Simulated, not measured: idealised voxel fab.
The process module presented herein is designated voxel capacitor over wiring.
Cross-sectional view cut (width: 180 nm; square cell size: 5 nm).
Notation: cross-section as square-cell grid; stated in bands, top first, going down; one or more cell rows per band. In this notation a band is specified by the heights of its top and bottom, in that order and in nm, after which its materials appear from left to right, each paired with its width in nm. The word "throughout" attached to a single material means that material fills the band from edge to edge; the word "empty" stands for empty space. Height 0 is the level under which the wafer as received is all one material. The lowest band goes on downwards, as in "0 -> down". The expression "30->40" gives the width at the extremes of the band, the first number at its top row of cells and the second at its bottom row, with the width changing by equal amounts from each row to the next in between. "nothing changed", as given for a step, is the statement that not any cell of the cross-section underwent a change during that step. Entry "Catalogued sealed voids". Content: empty spaces with no open connection to the top, size 8 cells or greater. Each: width x height at distance. Distance: from left edge. Unit: nm. Where a step's line continues beyond its settings, the continuation is a remark by the simulator itself on that step. overlay nm: where the mask lay relative to plan, measured to the right, on steps with a mask; negatives go left.

SET OUT BELOW ARE THE PLANNED STEPS OF THE PROCESS
| 1 | RECEIVE | material Si |
| 2 | CONFORMAL_DEP | material SiO2 | thk nm 15 |
| 3 | CONFORMAL_DEP | material SiN | thk nm 5 |
| 4 | DIRECTIONAL_DEP | material lowk | thk nm 15 |
| 5 | PATTERN | tone open | mask id METAL_1 | material resist | width nm 30 | pitch nm 85 | thk nm 20 | overlay nm 0 |
| 6 | DIRECTIONAL_ETCH | etch materials lowk | depth nm 15 |
| 7 | DIRECTIONAL_ETCH | etch materials SiN | depth nm 5 |
| 8 | STRIP | etch materials resist |
| 9 | CONFORMAL_DEP | material TiN | thk nm 5 |
| 10 | FILL_DEP | material Ru | thk nm 10 |
| 11 | CMP | height nm 35 |
| 12 | CONFORMAL_DEP | material SiCN | thk nm 5 |
| 13 | DIRECTIONAL_DEP | material lowk | thk nm 15 |
| 14 | DIRECTIONAL_DEP | material aC | thk nm 10 |
| 15 | PATTERN | tone open | mask id PLUG_1 | material resist | width nm 15 | thk nm 25 | overlay nm 0 |
| 16 | DIRECTIONAL_ETCH | etch materials aC | depth nm 10 |
| 17 | STRIP | etch materials resist |
| 18 | DIRECTIONAL_ETCH | etch materials lowk | depth nm 15 |
| 19 | DIRECTIONAL_ETCH | etch materials SiCN | depth nm 5 |
| 20 | STRIP | etch materials aC |
| 21 | CONFORMAL_DEP | material TiN | thk nm 5 |
| 22 | FILL_DEP | material W | thk nm 10 |
| 23 | CMP | height nm 55 |
| 24 | DIRECTIONAL_DEP | material TiN | thk nm 5 |
| 25 | DIRECTIONAL_DEP | material Al2O3 | thk nm 5 |
| 26 | DIRECTIONAL_DEP | material TiN | thk nm 10 |
| 27 | PATTERN | tone cover | mask id UPPER_PLATE | material resist | width nm 60 | thk nm 15 | overlay nm 0 |
| 28 | DIRECTIONAL_ETCH | etch materials TiN | depth nm 10 |
| 29 | DIRECTIONAL_ETCH | etch materials Al2O3 | depth nm 5 |
| 30 | STRIP | etch materials resist |
| 31 | MASKED_ETCH | tone cover | mask id LOWER_PLATE | width nm 70 | etch materials TiN | depth nm 5 | overlay nm 0 |
| 32 | FILL_DEP | material SiO2 | thk nm 20 |
| 33 | CMP | height nm 90 |
| 34 | MASKED_ETCH | tone open | mask id PLUG_2 | width nm 15 | etch materials SiO2 | depth nm 15 | overlay nm 0 |
| 35 | CONFORMAL_DEP | material TiN | thk nm 5 |
| 36 | FILL_DEP | material W | thk nm 10 |
| 37 | CMP | height nm 90 |
| 38 | CONFORMAL_DEP | material SiN | thk nm 5 |

BELOW: THE FIRST OF TWO WAFERS, RUN AS PLANNED

CROSS-SECTION OF THE WAFER AS IT CAME TO US, I.E., ALREADY THROUGH STEP 1
- 0 -> down | Si throughout
- Catalogued sealed voids: none

SO THIS IS THE WAFER CROSS-SECTION RIGHT AFTER STEP 2
- 15 -> 0 | SiO2 throughout
- Unchanged below 0.

SO THIS IS THE WAFER CROSS-SECTION RIGHT AFTER STEP 3
- 20 -> 15 | SiN throughout
- Unchanged below 15.

SO THIS IS THE WAFER CROSS-SECTION RIGHT AFTER STEP 4
- 35 -> 20 | lowk throughout
- Unchanged below 20.

SO THIS IS THE WAFER CROSS-SECTION RIGHT AFTER STEP 5
- 55 -> 35 | resist: 30, then empty: 30, then resist: 55, then empty: 30, then resist: 35
- Unchanged below 35.

SO THIS IS THE WAFER CROSS-SECTION RIGHT AFTER STEP 6
- 55 -> 35 | resist: 30, then empty: 30, then resist: 55, then empty: 30, then resist: 35
- 35 -> 20 | lowk: 30, then empty: 30, then lowk: 55, then empty: 30, then lowk: 35
- Unchanged below 20.

SO THIS IS THE WAFER CROSS-SECTION RIGHT AFTER STEP 7
- 55 -> 35 | resist: 30, then empty: 30, then resist: 55, then empty: 30, then resist: 35
- 35 -> 20 | lowk: 30, then empty: 30, then lowk: 55, then empty: 30, then lowk: 35
- 20 -> 15 | SiN: 30, then empty: 30, then SiN: 55, then empty: 30, then SiN: 35
- Unchanged below 15.

SO THIS IS THE WAFER CROSS-SECTION RIGHT AFTER STEP 8
- 35 -> 20 | lowk: 30, then empty: 30, then lowk: 55, then empty: 30, then lowk: 35
- Unchanged below 20.

SO THIS IS THE WAFER CROSS-SECTION RIGHT AFTER STEP 9
- 40 -> 35 | TiN: 35, then empty: 20, then TiN: 65, then empty: 20, then TiN: 40
- 35 -> 20 | lowk: 30, then TiN: 5, then empty: 20, then TiN: 5, then lowk: 55, then TiN: 5, then empty: 20, then TiN: 5, then lowk: 35
- 20 -> 15 | SiN: 30, then TiN: 30, then SiN: 55, then TiN: 30, then SiN: 35
- Unchanged below 15.

SO THIS IS THE WAFER CROSS-SECTION RIGHT AFTER STEP 10
- 50 -> 40 | Ru throughout
- 40 -> 35 | TiN: 35, then Ru: 20, then TiN: 65, then Ru: 20, then TiN: 40
- 35 -> 20 | lowk: 30, then TiN: 5, then Ru: 20, then TiN: 5, then lowk: 55, then TiN: 5, then Ru: 20, then TiN: 5, then lowk: 35
- Unchanged below 20.

SO THIS IS THE WAFER CROSS-SECTION RIGHT AFTER STEP 11
- 35 -> 20 | lowk: 30, then TiN: 5, then Ru: 20, then TiN: 5, then lowk: 55, then TiN: 5, then Ru: 20, then TiN: 5, then lowk: 35
- Unchanged below 20.

SO THIS IS THE WAFER CROSS-SECTION RIGHT AFTER STEP 12
- 40 -> 35 | SiCN throughout
- Unchanged below 35.

SO THIS IS THE WAFER CROSS-SECTION RIGHT AFTER STEP 13
- 55 -> 40 | lowk throughout
- Unchanged below 40.

SO THIS IS THE WAFER CROSS-SECTION RIGHT AFTER STEP 14
- 65 -> 55 | aC throughout
- Unchanged below 55.

SO THIS IS THE WAFER CROSS-SECTION RIGHT AFTER STEP 15
- 90 -> 65 | resist: 45, then empty: 15, then resist: 120
- Unchanged below 65.

SO THIS IS THE WAFER CROSS-SECTION RIGHT AFTER STEP 16
- 80 -> 65 | resist: 45, then empty: 15, then resist: 120
- 65 -> 55 | aC: 45, then empty: 15, then aC: 120
- Unchanged below 55.

SO THIS IS THE WAFER CROSS-SECTION RIGHT AFTER STEP 17
- 65 -> 55 | aC: 45, then empty: 15, then aC: 120
- Unchanged below 55.

SO THIS IS THE WAFER CROSS-SECTION RIGHT AFTER STEP 18
- 65 -> 55 | aC: 45, then empty: 15, then aC: 120
- 55 -> 40 | lowk: 45, then empty: 15, then lowk: 120
- Unchanged below 40.

SO THIS IS THE WAFER CROSS-SECTION RIGHT AFTER STEP 19
- 65 -> 55 | aC: 45, then empty: 15, then aC: 120
- 55 -> 40 | lowk: 45, then empty: 15, then lowk: 120
- 40 -> 35 | SiCN: 45, then empty: 15, then SiCN: 120
- Unchanged below 35.

SO THIS IS THE WAFER CROSS-SECTION RIGHT AFTER STEP 20
- 55 -> 40 | lowk: 45, then empty: 15, then lowk: 120
- Unchanged below 40.

SO THIS IS THE WAFER CROSS-SECTION RIGHT AFTER STEP 21
- 60 -> 55 | TiN: 50, then empty: 5, then TiN: 125
- 55 -> 40 | lowk: 45, then TiN: 5, then empty: 5, then TiN: 5, then lowk: 120
- 40 -> 35 | SiCN: 45, then TiN: 15, then SiCN: 120
- Unchanged below 35.

SO THIS IS THE WAFER CROSS-SECTION RIGHT AFTER STEP 22
- 70 -> 60 | W throughout
- 60 -> 55 | TiN: 50, then W: 5, then TiN: 125
- 55 -> 40 | lowk: 45, then TiN: 5, then W: 5, then TiN: 5, then lowk: 120
- Unchanged below 40.

SO THIS IS THE WAFER CROSS-SECTION RIGHT AFTER STEP 23
- 55 -> 40 | lowk: 45, then TiN: 5, then W: 5, then TiN: 5, then lowk: 120
- Unchanged below 40.

SO THIS IS THE WAFER CROSS-SECTION RIGHT AFTER STEP 24
- 60 -> 55 | TiN throughout
- Unchanged below 55.

SO THIS IS THE WAFER CROSS-SECTION RIGHT AFTER STEP 25
- 65 -> 60 | Al2O3 throughout
- Unchanged below 60.

SO THIS IS THE WAFER CROSS-SECTION RIGHT AFTER STEP 26
- 75 -> 65 | TiN throughout
- Unchanged below 65.

SO THIS IS THE WAFER CROSS-SECTION RIGHT AFTER STEP 27
- 90 -> 75 | empty: 45, then resist: 60, then empty: 75
- Unchanged below 75.

SO THIS IS THE WAFER CROSS-SECTION RIGHT AFTER STEP 28
- 90 -> 75 | empty: 45, then resist: 60, then empty: 75
- 75 -> 65 | empty: 45, then TiN: 60, then empty: 75
- Unchanged below 65.

SO THIS IS THE WAFER CROSS-SECTION RIGHT AFTER STEP 29
- 90 -> 75 | empty: 45, then resist: 60, then empty: 75
- 75 -> 65 | empty: 45, then TiN: 60, then empty: 75
- 65 -> 60 | empty: 45, then Al2O3: 60, then empty: 75
- Unchanged below 60.

SO THIS IS THE WAFER CROSS-SECTION RIGHT AFTER STEP 30
- 75 -> 65 | empty: 45, then TiN: 60, then empty: 75
- Unchanged below 65.

SO THIS IS THE WAFER CROSS-SECTION RIGHT AFTER STEP 31
- 75 -> 65 | empty: 45, then TiN: 60, then empty: 75
- 65 -> 60 | empty: 45, then Al2O3: 60, then empty: 75
- 60 -> 55 | empty: 40, then TiN: 70, then empty: 70
- Unchanged below 55.

SO THIS IS THE WAFER CROSS-SECTION RIGHT AFTER STEP 32
- 95 -> 75 | SiO2 throughout
- 75 -> 65 | SiO2: 45, then TiN: 60, then SiO2: 75
- 65 -> 60 | SiO2: 45, then Al2O3: 60, then SiO2: 75
- 60 -> 55 | SiO2: 40, then TiN: 70, then SiO2: 70
- Unchanged below 55.

SO THIS IS THE WAFER CROSS-SECTION RIGHT AFTER STEP 33
- 90 -> 75 | SiO2 throughout
- Unchanged below 75.

SO THIS IS THE WAFER CROSS-SECTION RIGHT AFTER STEP 34
- 90 -> 75 | SiO2: 55, then empty: 15, then SiO2: 110
- Unchanged below 75.

SO THIS IS THE WAFER CROSS-SECTION RIGHT AFTER STEP 35
- 95 -> 90 | TiN: 60, then empty: 5, then TiN: 115
- 90 -> 80 | SiO2: 55, then TiN: 5, then empty: 5, then TiN: 5, then SiO2: 110
- 80 -> 75 | SiO2: 55, then TiN: 15, then SiO2: 110
- Unchanged below 75.

SO THIS IS THE WAFER CROSS-SECTION RIGHT AFTER STEP 36
- 105 -> 95 | W throughout
- 95 -> 90 | TiN: 60, then W: 5, then TiN: 115
- 90 -> 80 | SiO2: 55, then TiN: 5, then W: 5, then TiN: 5, then SiO2: 110
- Unchanged below 80.

SO THIS IS THE WAFER CROSS-SECTION RIGHT AFTER STEP 37
- 90 -> 80 | SiO2: 55, then TiN: 5, then W: 5, then TiN: 5, then SiO2: 110
- Unchanged below 80.

SO THIS IS THE WAFER CROSS-SECTION RIGHT AFTER STEP 38
- 95 -> 90 | SiN throughout
- Unchanged below 90.

WAFER TWO: LIKE WAFER ONE IN START AND PLAN, BUT WITH ONE MISTAKE IN EXECUTION; IDENTICAL UP TO AND INCLUDING STEP 30

PLANNED END OF STEP 31: SECOND WAFER, CROSS-SECTION
- 70 -> 65 | empty: 45, then TiN: 60, then empty: 75
- 65 -> 60 | empty: 45, then Al2O3: 60, then empty: 75
- 60 -> 55 | TiN: 40, then empty: 5, then TiN: 60, then empty: 5, then TiN: 70
- Unchanged below 55.

PLANNED END OF STEP 32: SECOND WAFER, CROSS-SECTION
- 90 -> 70 | SiO2 throughout
- 70 -> 65 | SiO2: 45, then TiN: 60, then SiO2: 75
- 65 -> 60 | SiO2: 45, then Al2O3: 60, then SiO2: 75
- 60 -> 55 | TiN: 40, then SiO2: 5, then TiN: 60, then SiO2: 5, then TiN: 70
- Unchanged below 55.

Planned end of step 33: second wafer, cross-section: nothing changed

PLANNED END OF STEP 34: SECOND WAFER, CROSS-SECTION
- 90 -> 75 | SiO2: 55, then empty: 15, then SiO2: 110
- Unchanged below 75.

PLANNED END OF STEP 35: SECOND WAFER, CROSS-SECTION
- 95 -> 90 | TiN: 60, then empty: 5, then TiN: 115
- 90 -> 80 | SiO2: 55, then TiN: 5, then empty: 5, then TiN: 5, then SiO2: 110
- 80 -> 75 | SiO2: 55, then TiN: 15, then SiO2: 110
- Unchanged below 75.

PLANNED END OF STEP 36: SECOND WAFER, CROSS-SECTION
- 105 -> 95 | W throughout
- 95 -> 90 | TiN: 60, then W: 5, then TiN: 115
- 90 -> 80 | SiO2: 55, then TiN: 5, then W: 5, then TiN: 5, then SiO2: 110
- Unchanged below 80.

PLANNED END OF STEP 37: SECOND WAFER, CROSS-SECTION
- 90 -> 80 | SiO2: 55, then TiN: 5, then W: 5, then TiN: 5, then SiO2: 110
- Unchanged below 80.

PLANNED END OF STEP 38: SECOND WAFER, CROSS-SECTION
- 95 -> 90 | SiN throughout
- Unchanged below 90.
Deviation from plan: heads up, step 31 didn't go per plan, it actually ran as MASKED_ETCH | tone open | mask id LOWER_PLATE | width nm 70 | etch materials TiN | depth nm 5 | overlay nm 0
The final cell counts differ between the wafers, with the second having more or fewer of some materials than the first: SiO2: 8 fewer | TiN: 8 more
